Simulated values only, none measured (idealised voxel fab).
Herein follows the process module entitled voxel wiring stack.
The cross-section shown here is cut; it is 170 nm wide and divided into square cells measuring 5 nm on a side.
Cross-section, as written here: a square-cell grid given band by band from the top down, where a band holds one or more rows of cells. Basically the band line says how high the top is and how high the bottom is, in nm, and then what's in it from left to right, every material with its width in nm. Empty space shows up as "empty", and if a single material carries "throughout" it runs the full band edge to edge. Height 0 is the level under which the wafer as received is all one material. The lowest band goes on downwards, as in "0 -> down". The notation "30..40" denotes a width that varies across the rows of cells in the band, beginning at the first number in the top row, finishing at the second number in the bottom row, and changing by an identical amount from each row to the next. It should be understood that the words "nothing got changed", when stated for a given step, signify that the cross-section underwent no change in any of its cells during that step. "Voids lacking openings" lists enclosed empty spaces (at least 8 cells, no open path upward to the top), each as width x height at distance from the left edge, in nm. Anything after a step's settings on that line? It's the simulator's own note about the step. overlay nm: where the mask lay relative to plan, measured to the right, on steps with a mask; negatives go left.

**Steps planned for the process**
1 RECEIVE | material Si
2 CONFORMAL_DEP | material SiO2 | thk nm 10
3 CONFORMAL_DEP | material SiN | thk nm 5
4 DIRECTIONAL_DEP | material lowk | thk nm 15
5 PATTERN | tone open | mask id METAL_1 | material resist | width nm 20 | pitch nm 35 | thk nm 20 | overlay nm 0
6 DIRECTIONAL_ETCH | etch materials lowk | depth nm 15
7 DIRECTIONAL_ETCH | etch materials SiN | depth nm 5
8 STRIP | etch materials resist
9 CONFORMAL_DEP | material TiN | thk nm 5
10 FILL_DEP | material Ru | thk nm 10
11 CMP | height nm 30
12 EPI | material Ru | thk nm 5
13 FILL_DEP | material SiCN | thk nm 5
14 DIRECTIONAL_DEP | material SiO2 | thk nm 5
15 DIRECTIONAL_DEP | material aC | thk nm 15
16 PATTERN | tone open | mask id PLUG_1 | material resist | width nm 15 | pitch nm 35 | thk nm 35 | overlay nm 0
17 DIRECTIONAL_ETCH | etch materials aC | depth nm 15
18 STRIP | etch materials resist
19 DIRECTIONAL_ETCH | etch materials SiO2 | depth nm 10
20 DIRECTIONAL_ETCH | etch materials SiCN | depth nm 5
21 STRIP | etch materials aC
22 EPI | material Ru | thk nm 10
23 EPI | material Ru | thk nm 5
24 CONFORMAL_DEP | material SiN | thk nm 5
25 DIRECTIONAL_DEP | material lowk | thk nm 15
26 MASKED_ETCH | tone open | mask id METAL_2 | width nm 20 | pitch nm 35 | etch materials lowk | depth nm 15 | overlay nm 0
27 MASKED_ETCH | tone open | mask id METAL_2 | width nm 20 | pitch nm 35 | etch materials SiN | depth nm 5 | overlay nm 0
28 CONFORMAL_DEP | material TiN | thk nm 5
29 FILL_DEP | material W | thk nm 5
30 CMP | height nm 70
31 EPI | material Ru | thk nm 5
32 FILL_DEP | material SiCN | thk nm 5
33 DIRECTIONAL_DEP | material SiO2 | thk nm 30
34 MASKED_ETCH | tone open | mask id METAL_3 | width nm 20 | pitch nm 35 | etch materials SiO2 | depth nm 15 | overlay nm 0
35 PATTERN | tone open | mask id METAL_3_HOLES | material resist | width nm 15 | pitch nm 35 | thk nm 15 | overlay nm 0
36 DIRECTIONAL_ETCH | etch materials SiO2 | depth nm 15
37 DIRECTIONAL_ETCH | etch materials SiCN | depth nm 5
38 STRIP | etch materials resist
39 CONFORMAL_DEP | material TiN | thk nm 5
40 FILL_DEP | material Ru | thk nm 10
41 CMP | height nm 110
42 CONFORMAL_DEP | material SiN | thk nm 5
Don't read the plan's thk nm for step 14 as applying to every wafer: that's the first wafer's value, and the wafers differ in it, though they all start identical.

**Cross-section, first of several wafers, as delivered after step 1**
> 0 -> down  Si throughout
> Voids lacking openings: none

**First wafer of several, cross-section, module end, after step 42 (last)**
> 115 -> 110  SiN throughout
> 110 -> 100  SiO2 20  TiN 5  Ru 10  TiN 5  SiO2 15  TiN 5  Ru 10  TiN 5  SiO2 15  TiN 5  Ru 10  TiN 5  SiO2 15  TiN 5  Ru 10  TiN 5  SiO2 25
> 100 -> 95  SiO2 20  TiN 5  Ru 5  TiN 10  SiO2 15  TiN 5  Ru 5  TiN 10  SiO2 15  TiN 5  Ru 5  TiN 10  SiO2 15  TiN 5  Ru 5  TiN 10  SiO2 25
> 95 -> 80  SiO2 20  TiN 5  Ru 5  TiN 5  SiO2 20  TiN 5  Ru 5  TiN 5  SiO2 20  TiN 5  Ru 5  TiN 5  SiO2 20  TiN 5  Ru 5  TiN 5  SiO2 30
> 80 -> 75  SiCN 20  TiN 15  SiCN 20  TiN 15  SiCN 20  TiN 15  SiCN 20  TiN 15  SiCN 30
> 75 -> 70  Ru 45  SiCN 5  Ru 30  SiCN 5  Ru 30  SiCN 5  Ru 50
> 70 -> 65  TiN 10  lowk 10  TiN 5  W 10  TiN 5  lowk 15  TiN 5  W 10  TiN 5  lowk 15  TiN 5  W 10  TiN 5  lowk 15  TiN 5  W 10  TiN 5  lowk 5  TiN 20
> 65 -> 55  lowk 20  TiN 5  W 10  TiN 5  lowk 15  TiN 5  W 10  TiN 5  lowk 15  TiN 5  W 10  TiN 5  lowk 15  TiN 5  W 10  TiN 5  lowk 25
> 55 -> 50  lowk 10  SiN 10  TiN 20  SiN 15  TiN 20  SiN 15  TiN 20  SiN 15  TiN 20  SiN 5  lowk 20
> 50 -> 45  SiN 15  Ru 25  SiN 10  Ru 25  SiN 10  Ru 25  SiN 10  Ru 25  SiN 25
> 45 -> 40  SiO2 20  Ru 15  SiO2 20  Ru 15  SiO2 20  Ru 15  SiO2 20  Ru 15  SiO2 30
> 40 -> 30  SiCN 20..15  Ru 15..30  SiCN 20..5  Ru 15..30  SiCN 20..5  Ru 15..30  SiCN 20..5  Ru 15..30  SiCN 30..20
> 30 -> 15  lowk 20  TiN 5  Ru 10  TiN 5  lowk 15  TiN 5  Ru 10  TiN 5  lowk 15  TiN 5  Ru 10  TiN 5  lowk 15  TiN 5  Ru 10  TiN 5  lowk 25
> 15 -> 10  SiN 20  TiN 20  SiN 15  TiN 20  SiN 15  TiN 20  SiN 15  TiN 20  SiN 25
> 10 -> 0  SiO2 throughout
> 0 -> down  Si throughout
> Voids lacking openings: none

**Cross-section, last wafer, module completion**
> 115 -> 110  SiN throughout
> 110 -> 100  SiO2 20  TiN 5  Ru 10  TiN 5  SiO2 15  TiN 5  Ru 10  TiN 5  SiO2 15  TiN 5  Ru 10  TiN 5  SiO2 15  TiN 5  Ru 10  TiN 5  SiO2 25
> 100 -> 95  SiO2 20  TiN 5  Ru 5  TiN 10  SiO2 15  TiN 5  Ru 5  TiN 10  SiO2 15  TiN 5  Ru 5  TiN 10  SiO2 15  TiN 5  Ru 5  TiN 10  SiO2 25
> 95 -> 80  SiO2 20  TiN 5  Ru 5  TiN 5  SiO2 20  TiN 5  Ru 5  TiN 5  SiO2 20  TiN 5  Ru 5  TiN 5  SiO2 20  TiN 5  Ru 5  TiN 5  SiO2 30
> 80 -> 75  SiCN 20  TiN 15  SiCN 20  TiN 15  SiCN 20  TiN 15  SiCN 20  TiN 15  SiCN 30
> 75 -> 70  SiCN 15  Ru 30  SiCN 5  Ru 30  SiCN 5  Ru 30  SiCN 5  Ru 30  SiCN 20
> 70 -> 65  SiN 20  TiN 20  SiN 15  TiN 20  SiN 15  TiN 20  SiN 15  TiN 20  SiN 25
> 65 -> 55  SiO2 20  SiN 5  TiN 5  SiN 5  SiO2 20  SiN 5  TiN 5  SiN 5  SiO2 20  SiN 5  TiN 5  SiN 5  SiO2 20  SiN 5  TiN 5  SiN 5  SiO2 30
> 55 -> 40  SiO2 throughout
> 40 -> 35  SiCN throughout
> 35 -> 30  SiCN 15  Ru 30  SiCN 5  Ru 30  SiCN 5  Ru 30  SiCN 5  Ru 30  SiCN 20
> 30 -> 15  lowk 20  TiN 5  Ru 10  TiN 5  lowk 15  TiN 5  Ru 10  TiN 5  lowk 15  TiN 5  Ru 10  TiN 5  lowk 15  TiN 5  Ru 10  TiN 5  lowk 25
> 15 -> 10  SiN 20  TiN 20  SiN 15  TiN 20  SiN 15  TiN 20  SiN 15  TiN 20  SiN 25
> 10 -> 0  SiO2 throughout
> 0 -> down  Si throughout
> Voids lacking openings: none

**What follows is a table in which each wafer occupies a row; for the wafer as it stands at the close of the module, the row states, material by material, how many cells have been gained (+) or lost (-) since receipt, and then gives its closed voids**
thk nm 5, +155 Ru, +57 SiCN, +78 SiN, +210 SiO2, +150 TiN, +24 W, +108 lowk, Voids lacking openings: none
thk nm 10, +140 Ru, +64 SiCN, +70 SiN, +232 SiO2, +144 TiN, +24 W, +108 lowk, Voids lacking openings: none
thk nm 15, +104 Ru, +76 SiCN, +86 SiN, +266 SiO2, +144 TiN, +16 W, +90 lowk, Voids lacking openings: none
thk nm 20, +104 Ru, +76 SiCN, +86 SiN, +300 SiO2, +136 TiN, +8 W, +72 lowk, Voids lacking openings: none
thk nm 25, +104 Ru, +76 SiCN, +86 SiN, +334 SiO2, +128 TiN, +54 lowk, Voids lacking openings: none
